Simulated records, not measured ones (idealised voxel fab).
process module | voxel self aligned contacts
cross-section cut | 270 nm wide | cells 5 nm
A cross-section is a grid of square cells, given in bands from the top down. A band is one or more rows of cells.
Each band's line starts with the height of the band's top and of its bottom, in nm. Then come its materials from left to right, each with its width in nm. One material with "throughout" fills the band from edge to edge. "air" is empty space.
Height 0 is the level under which the wafer as received is all one material. The lowest band goes on downwards, as in "0 down".
A width such as "30 to 40" changes by the same amount from each row of cells to the next, from the band's top row to its bottom row.
"no change" after a step means that no cell of the cross-section changed.
closed voids: empty space of 8 cells or more with no open way to the top, each as width x height at its distance from the left edge, in nm
after a step's settings: what the simulator itself notes on the step
overlay nm, on a step with a mask: how far to the right of its planned place the mask lay; to the left if negative
plan
1 op RECEIVE | material Si
2 op CONFORMAL_DEP | material SiO2 | thk nm 5
3 op DIRECTIONAL_DEP | material polySi | thk nm 25
4 op DIRECTIONAL_DEP | material SiN | thk nm 25
5 op DIRECTIONAL_DEP | material aC | thk nm 10
6 op PATTERN | tone cover | mask id GATE | material resist | width nm 30 | pitch nm 75 | thk nm 25 | overlay nm 0
7 op DIRECTIONAL_ETCH | etch materials aC | depth nm 10
8 op STRIP | etch materials resist
9 op DIRECTIONAL_ETCH | etch materials SiN | depth nm 25
10 op DIRECTIONAL_ETCH | etch materials polySi | depth nm 25
11 op STRIP | etch materials aC
12 op CONFORMAL_DEP | material SiN | thk nm 5
13 op DIRECTIONAL_ETCH | etch materials SiN | depth nm 10
14 op FILL_DEP | material SiO2 | thk nm 10
15 op CMP | height nm 60
16 op DIRECTIONAL_DEP | material aC | thk nm 10
17 op PATTERN | tone open | mask id CONTACT | material resist | width nm 55 | thk nm 30 | overlay nm 0
18 op DIRECTIONAL_ETCH | etch materials aC | depth nm 10
19 op STRIP | etch materials resist
20 op DIRECTIONAL_ETCH | etch materials SiO2 | depth nm 60
21 op STRIP | etch materials aC
22 op CONFORMAL_DEP | material TiN | thk nm 5
23 op FILL_DEP | material W | thk nm 5
24 op CMP | height nm 60
25 op CONFORMAL_DEP | material SiCN | thk nm 5
varied across the wafers: thk nm of step 12. The plan shows the first wafer's value. All wafers start alike
first wafer as received, after step 1
  0 down: Si throughout
  closed voids: none
first wafer at the end, after step 25
  65 to 60: SiCN throughout
  60 to 50: SiO2 105 | TiN 5 to 15 | W 45 to 25 | TiN 5 to 15 | SiO2 110
  50 to 30: SiO2 75 | SiN 40 | TiN 5 | W 25 | TiN 5 | SiN 40 | SiO2 80
  30 to 5: SiO2 75 | SiN 5 | polySi 30 | SiN 5 | TiN 5 | W 25 | TiN 5 | SiN 5 | polySi 30 | SiN 5 | SiO2 80
  5 to 0: SiO2 115 | TiN 35 | SiO2 120
  0 down: Si throughout
  closed voids: none
last wafer at the end
  65 to 60: SiCN throughout
  60 to 30: SiO2 55 | SiN 155 | SiO2 60
  30 to 20: SiO2 55 | SiN 25 | polySi 30 | SiN 45 | polySi 30 | SiN 25 | SiO2 60
  20 to 5: SiN 80 | polySi 30 | SiN 45 | polySi 30 | SiN 85
  5 to 0: SiO2 throughout
  0 down: Si throughout
  closed voids: none
each wafer at the end: cells of each material gained (+) or lost (-) since it was received, then its closed voids
thk nm 5 | +54 SiCN | +84 SiN | +412 SiO2 | +33 TiN | +59 W | +60 polySi | closed voids: none
thk nm 10 | +54 SiCN | +140 SiN | +382 SiO2 | +33 TiN | +33 W | +60 polySi | closed voids: none
thk nm 15 | +54 SiCN | +234 SiN | +324 SiO2 | +21 TiN | +9 W | +60 polySi | closed voids: none
thk nm 20 | +54 SiCN | +300 SiN | +279 SiO2 | +9 TiN | +60 polySi | closed voids: none
thk nm 25 | +54 SiCN | +350 SiN | +238 SiO2 | +60 polySi | closed voids: none
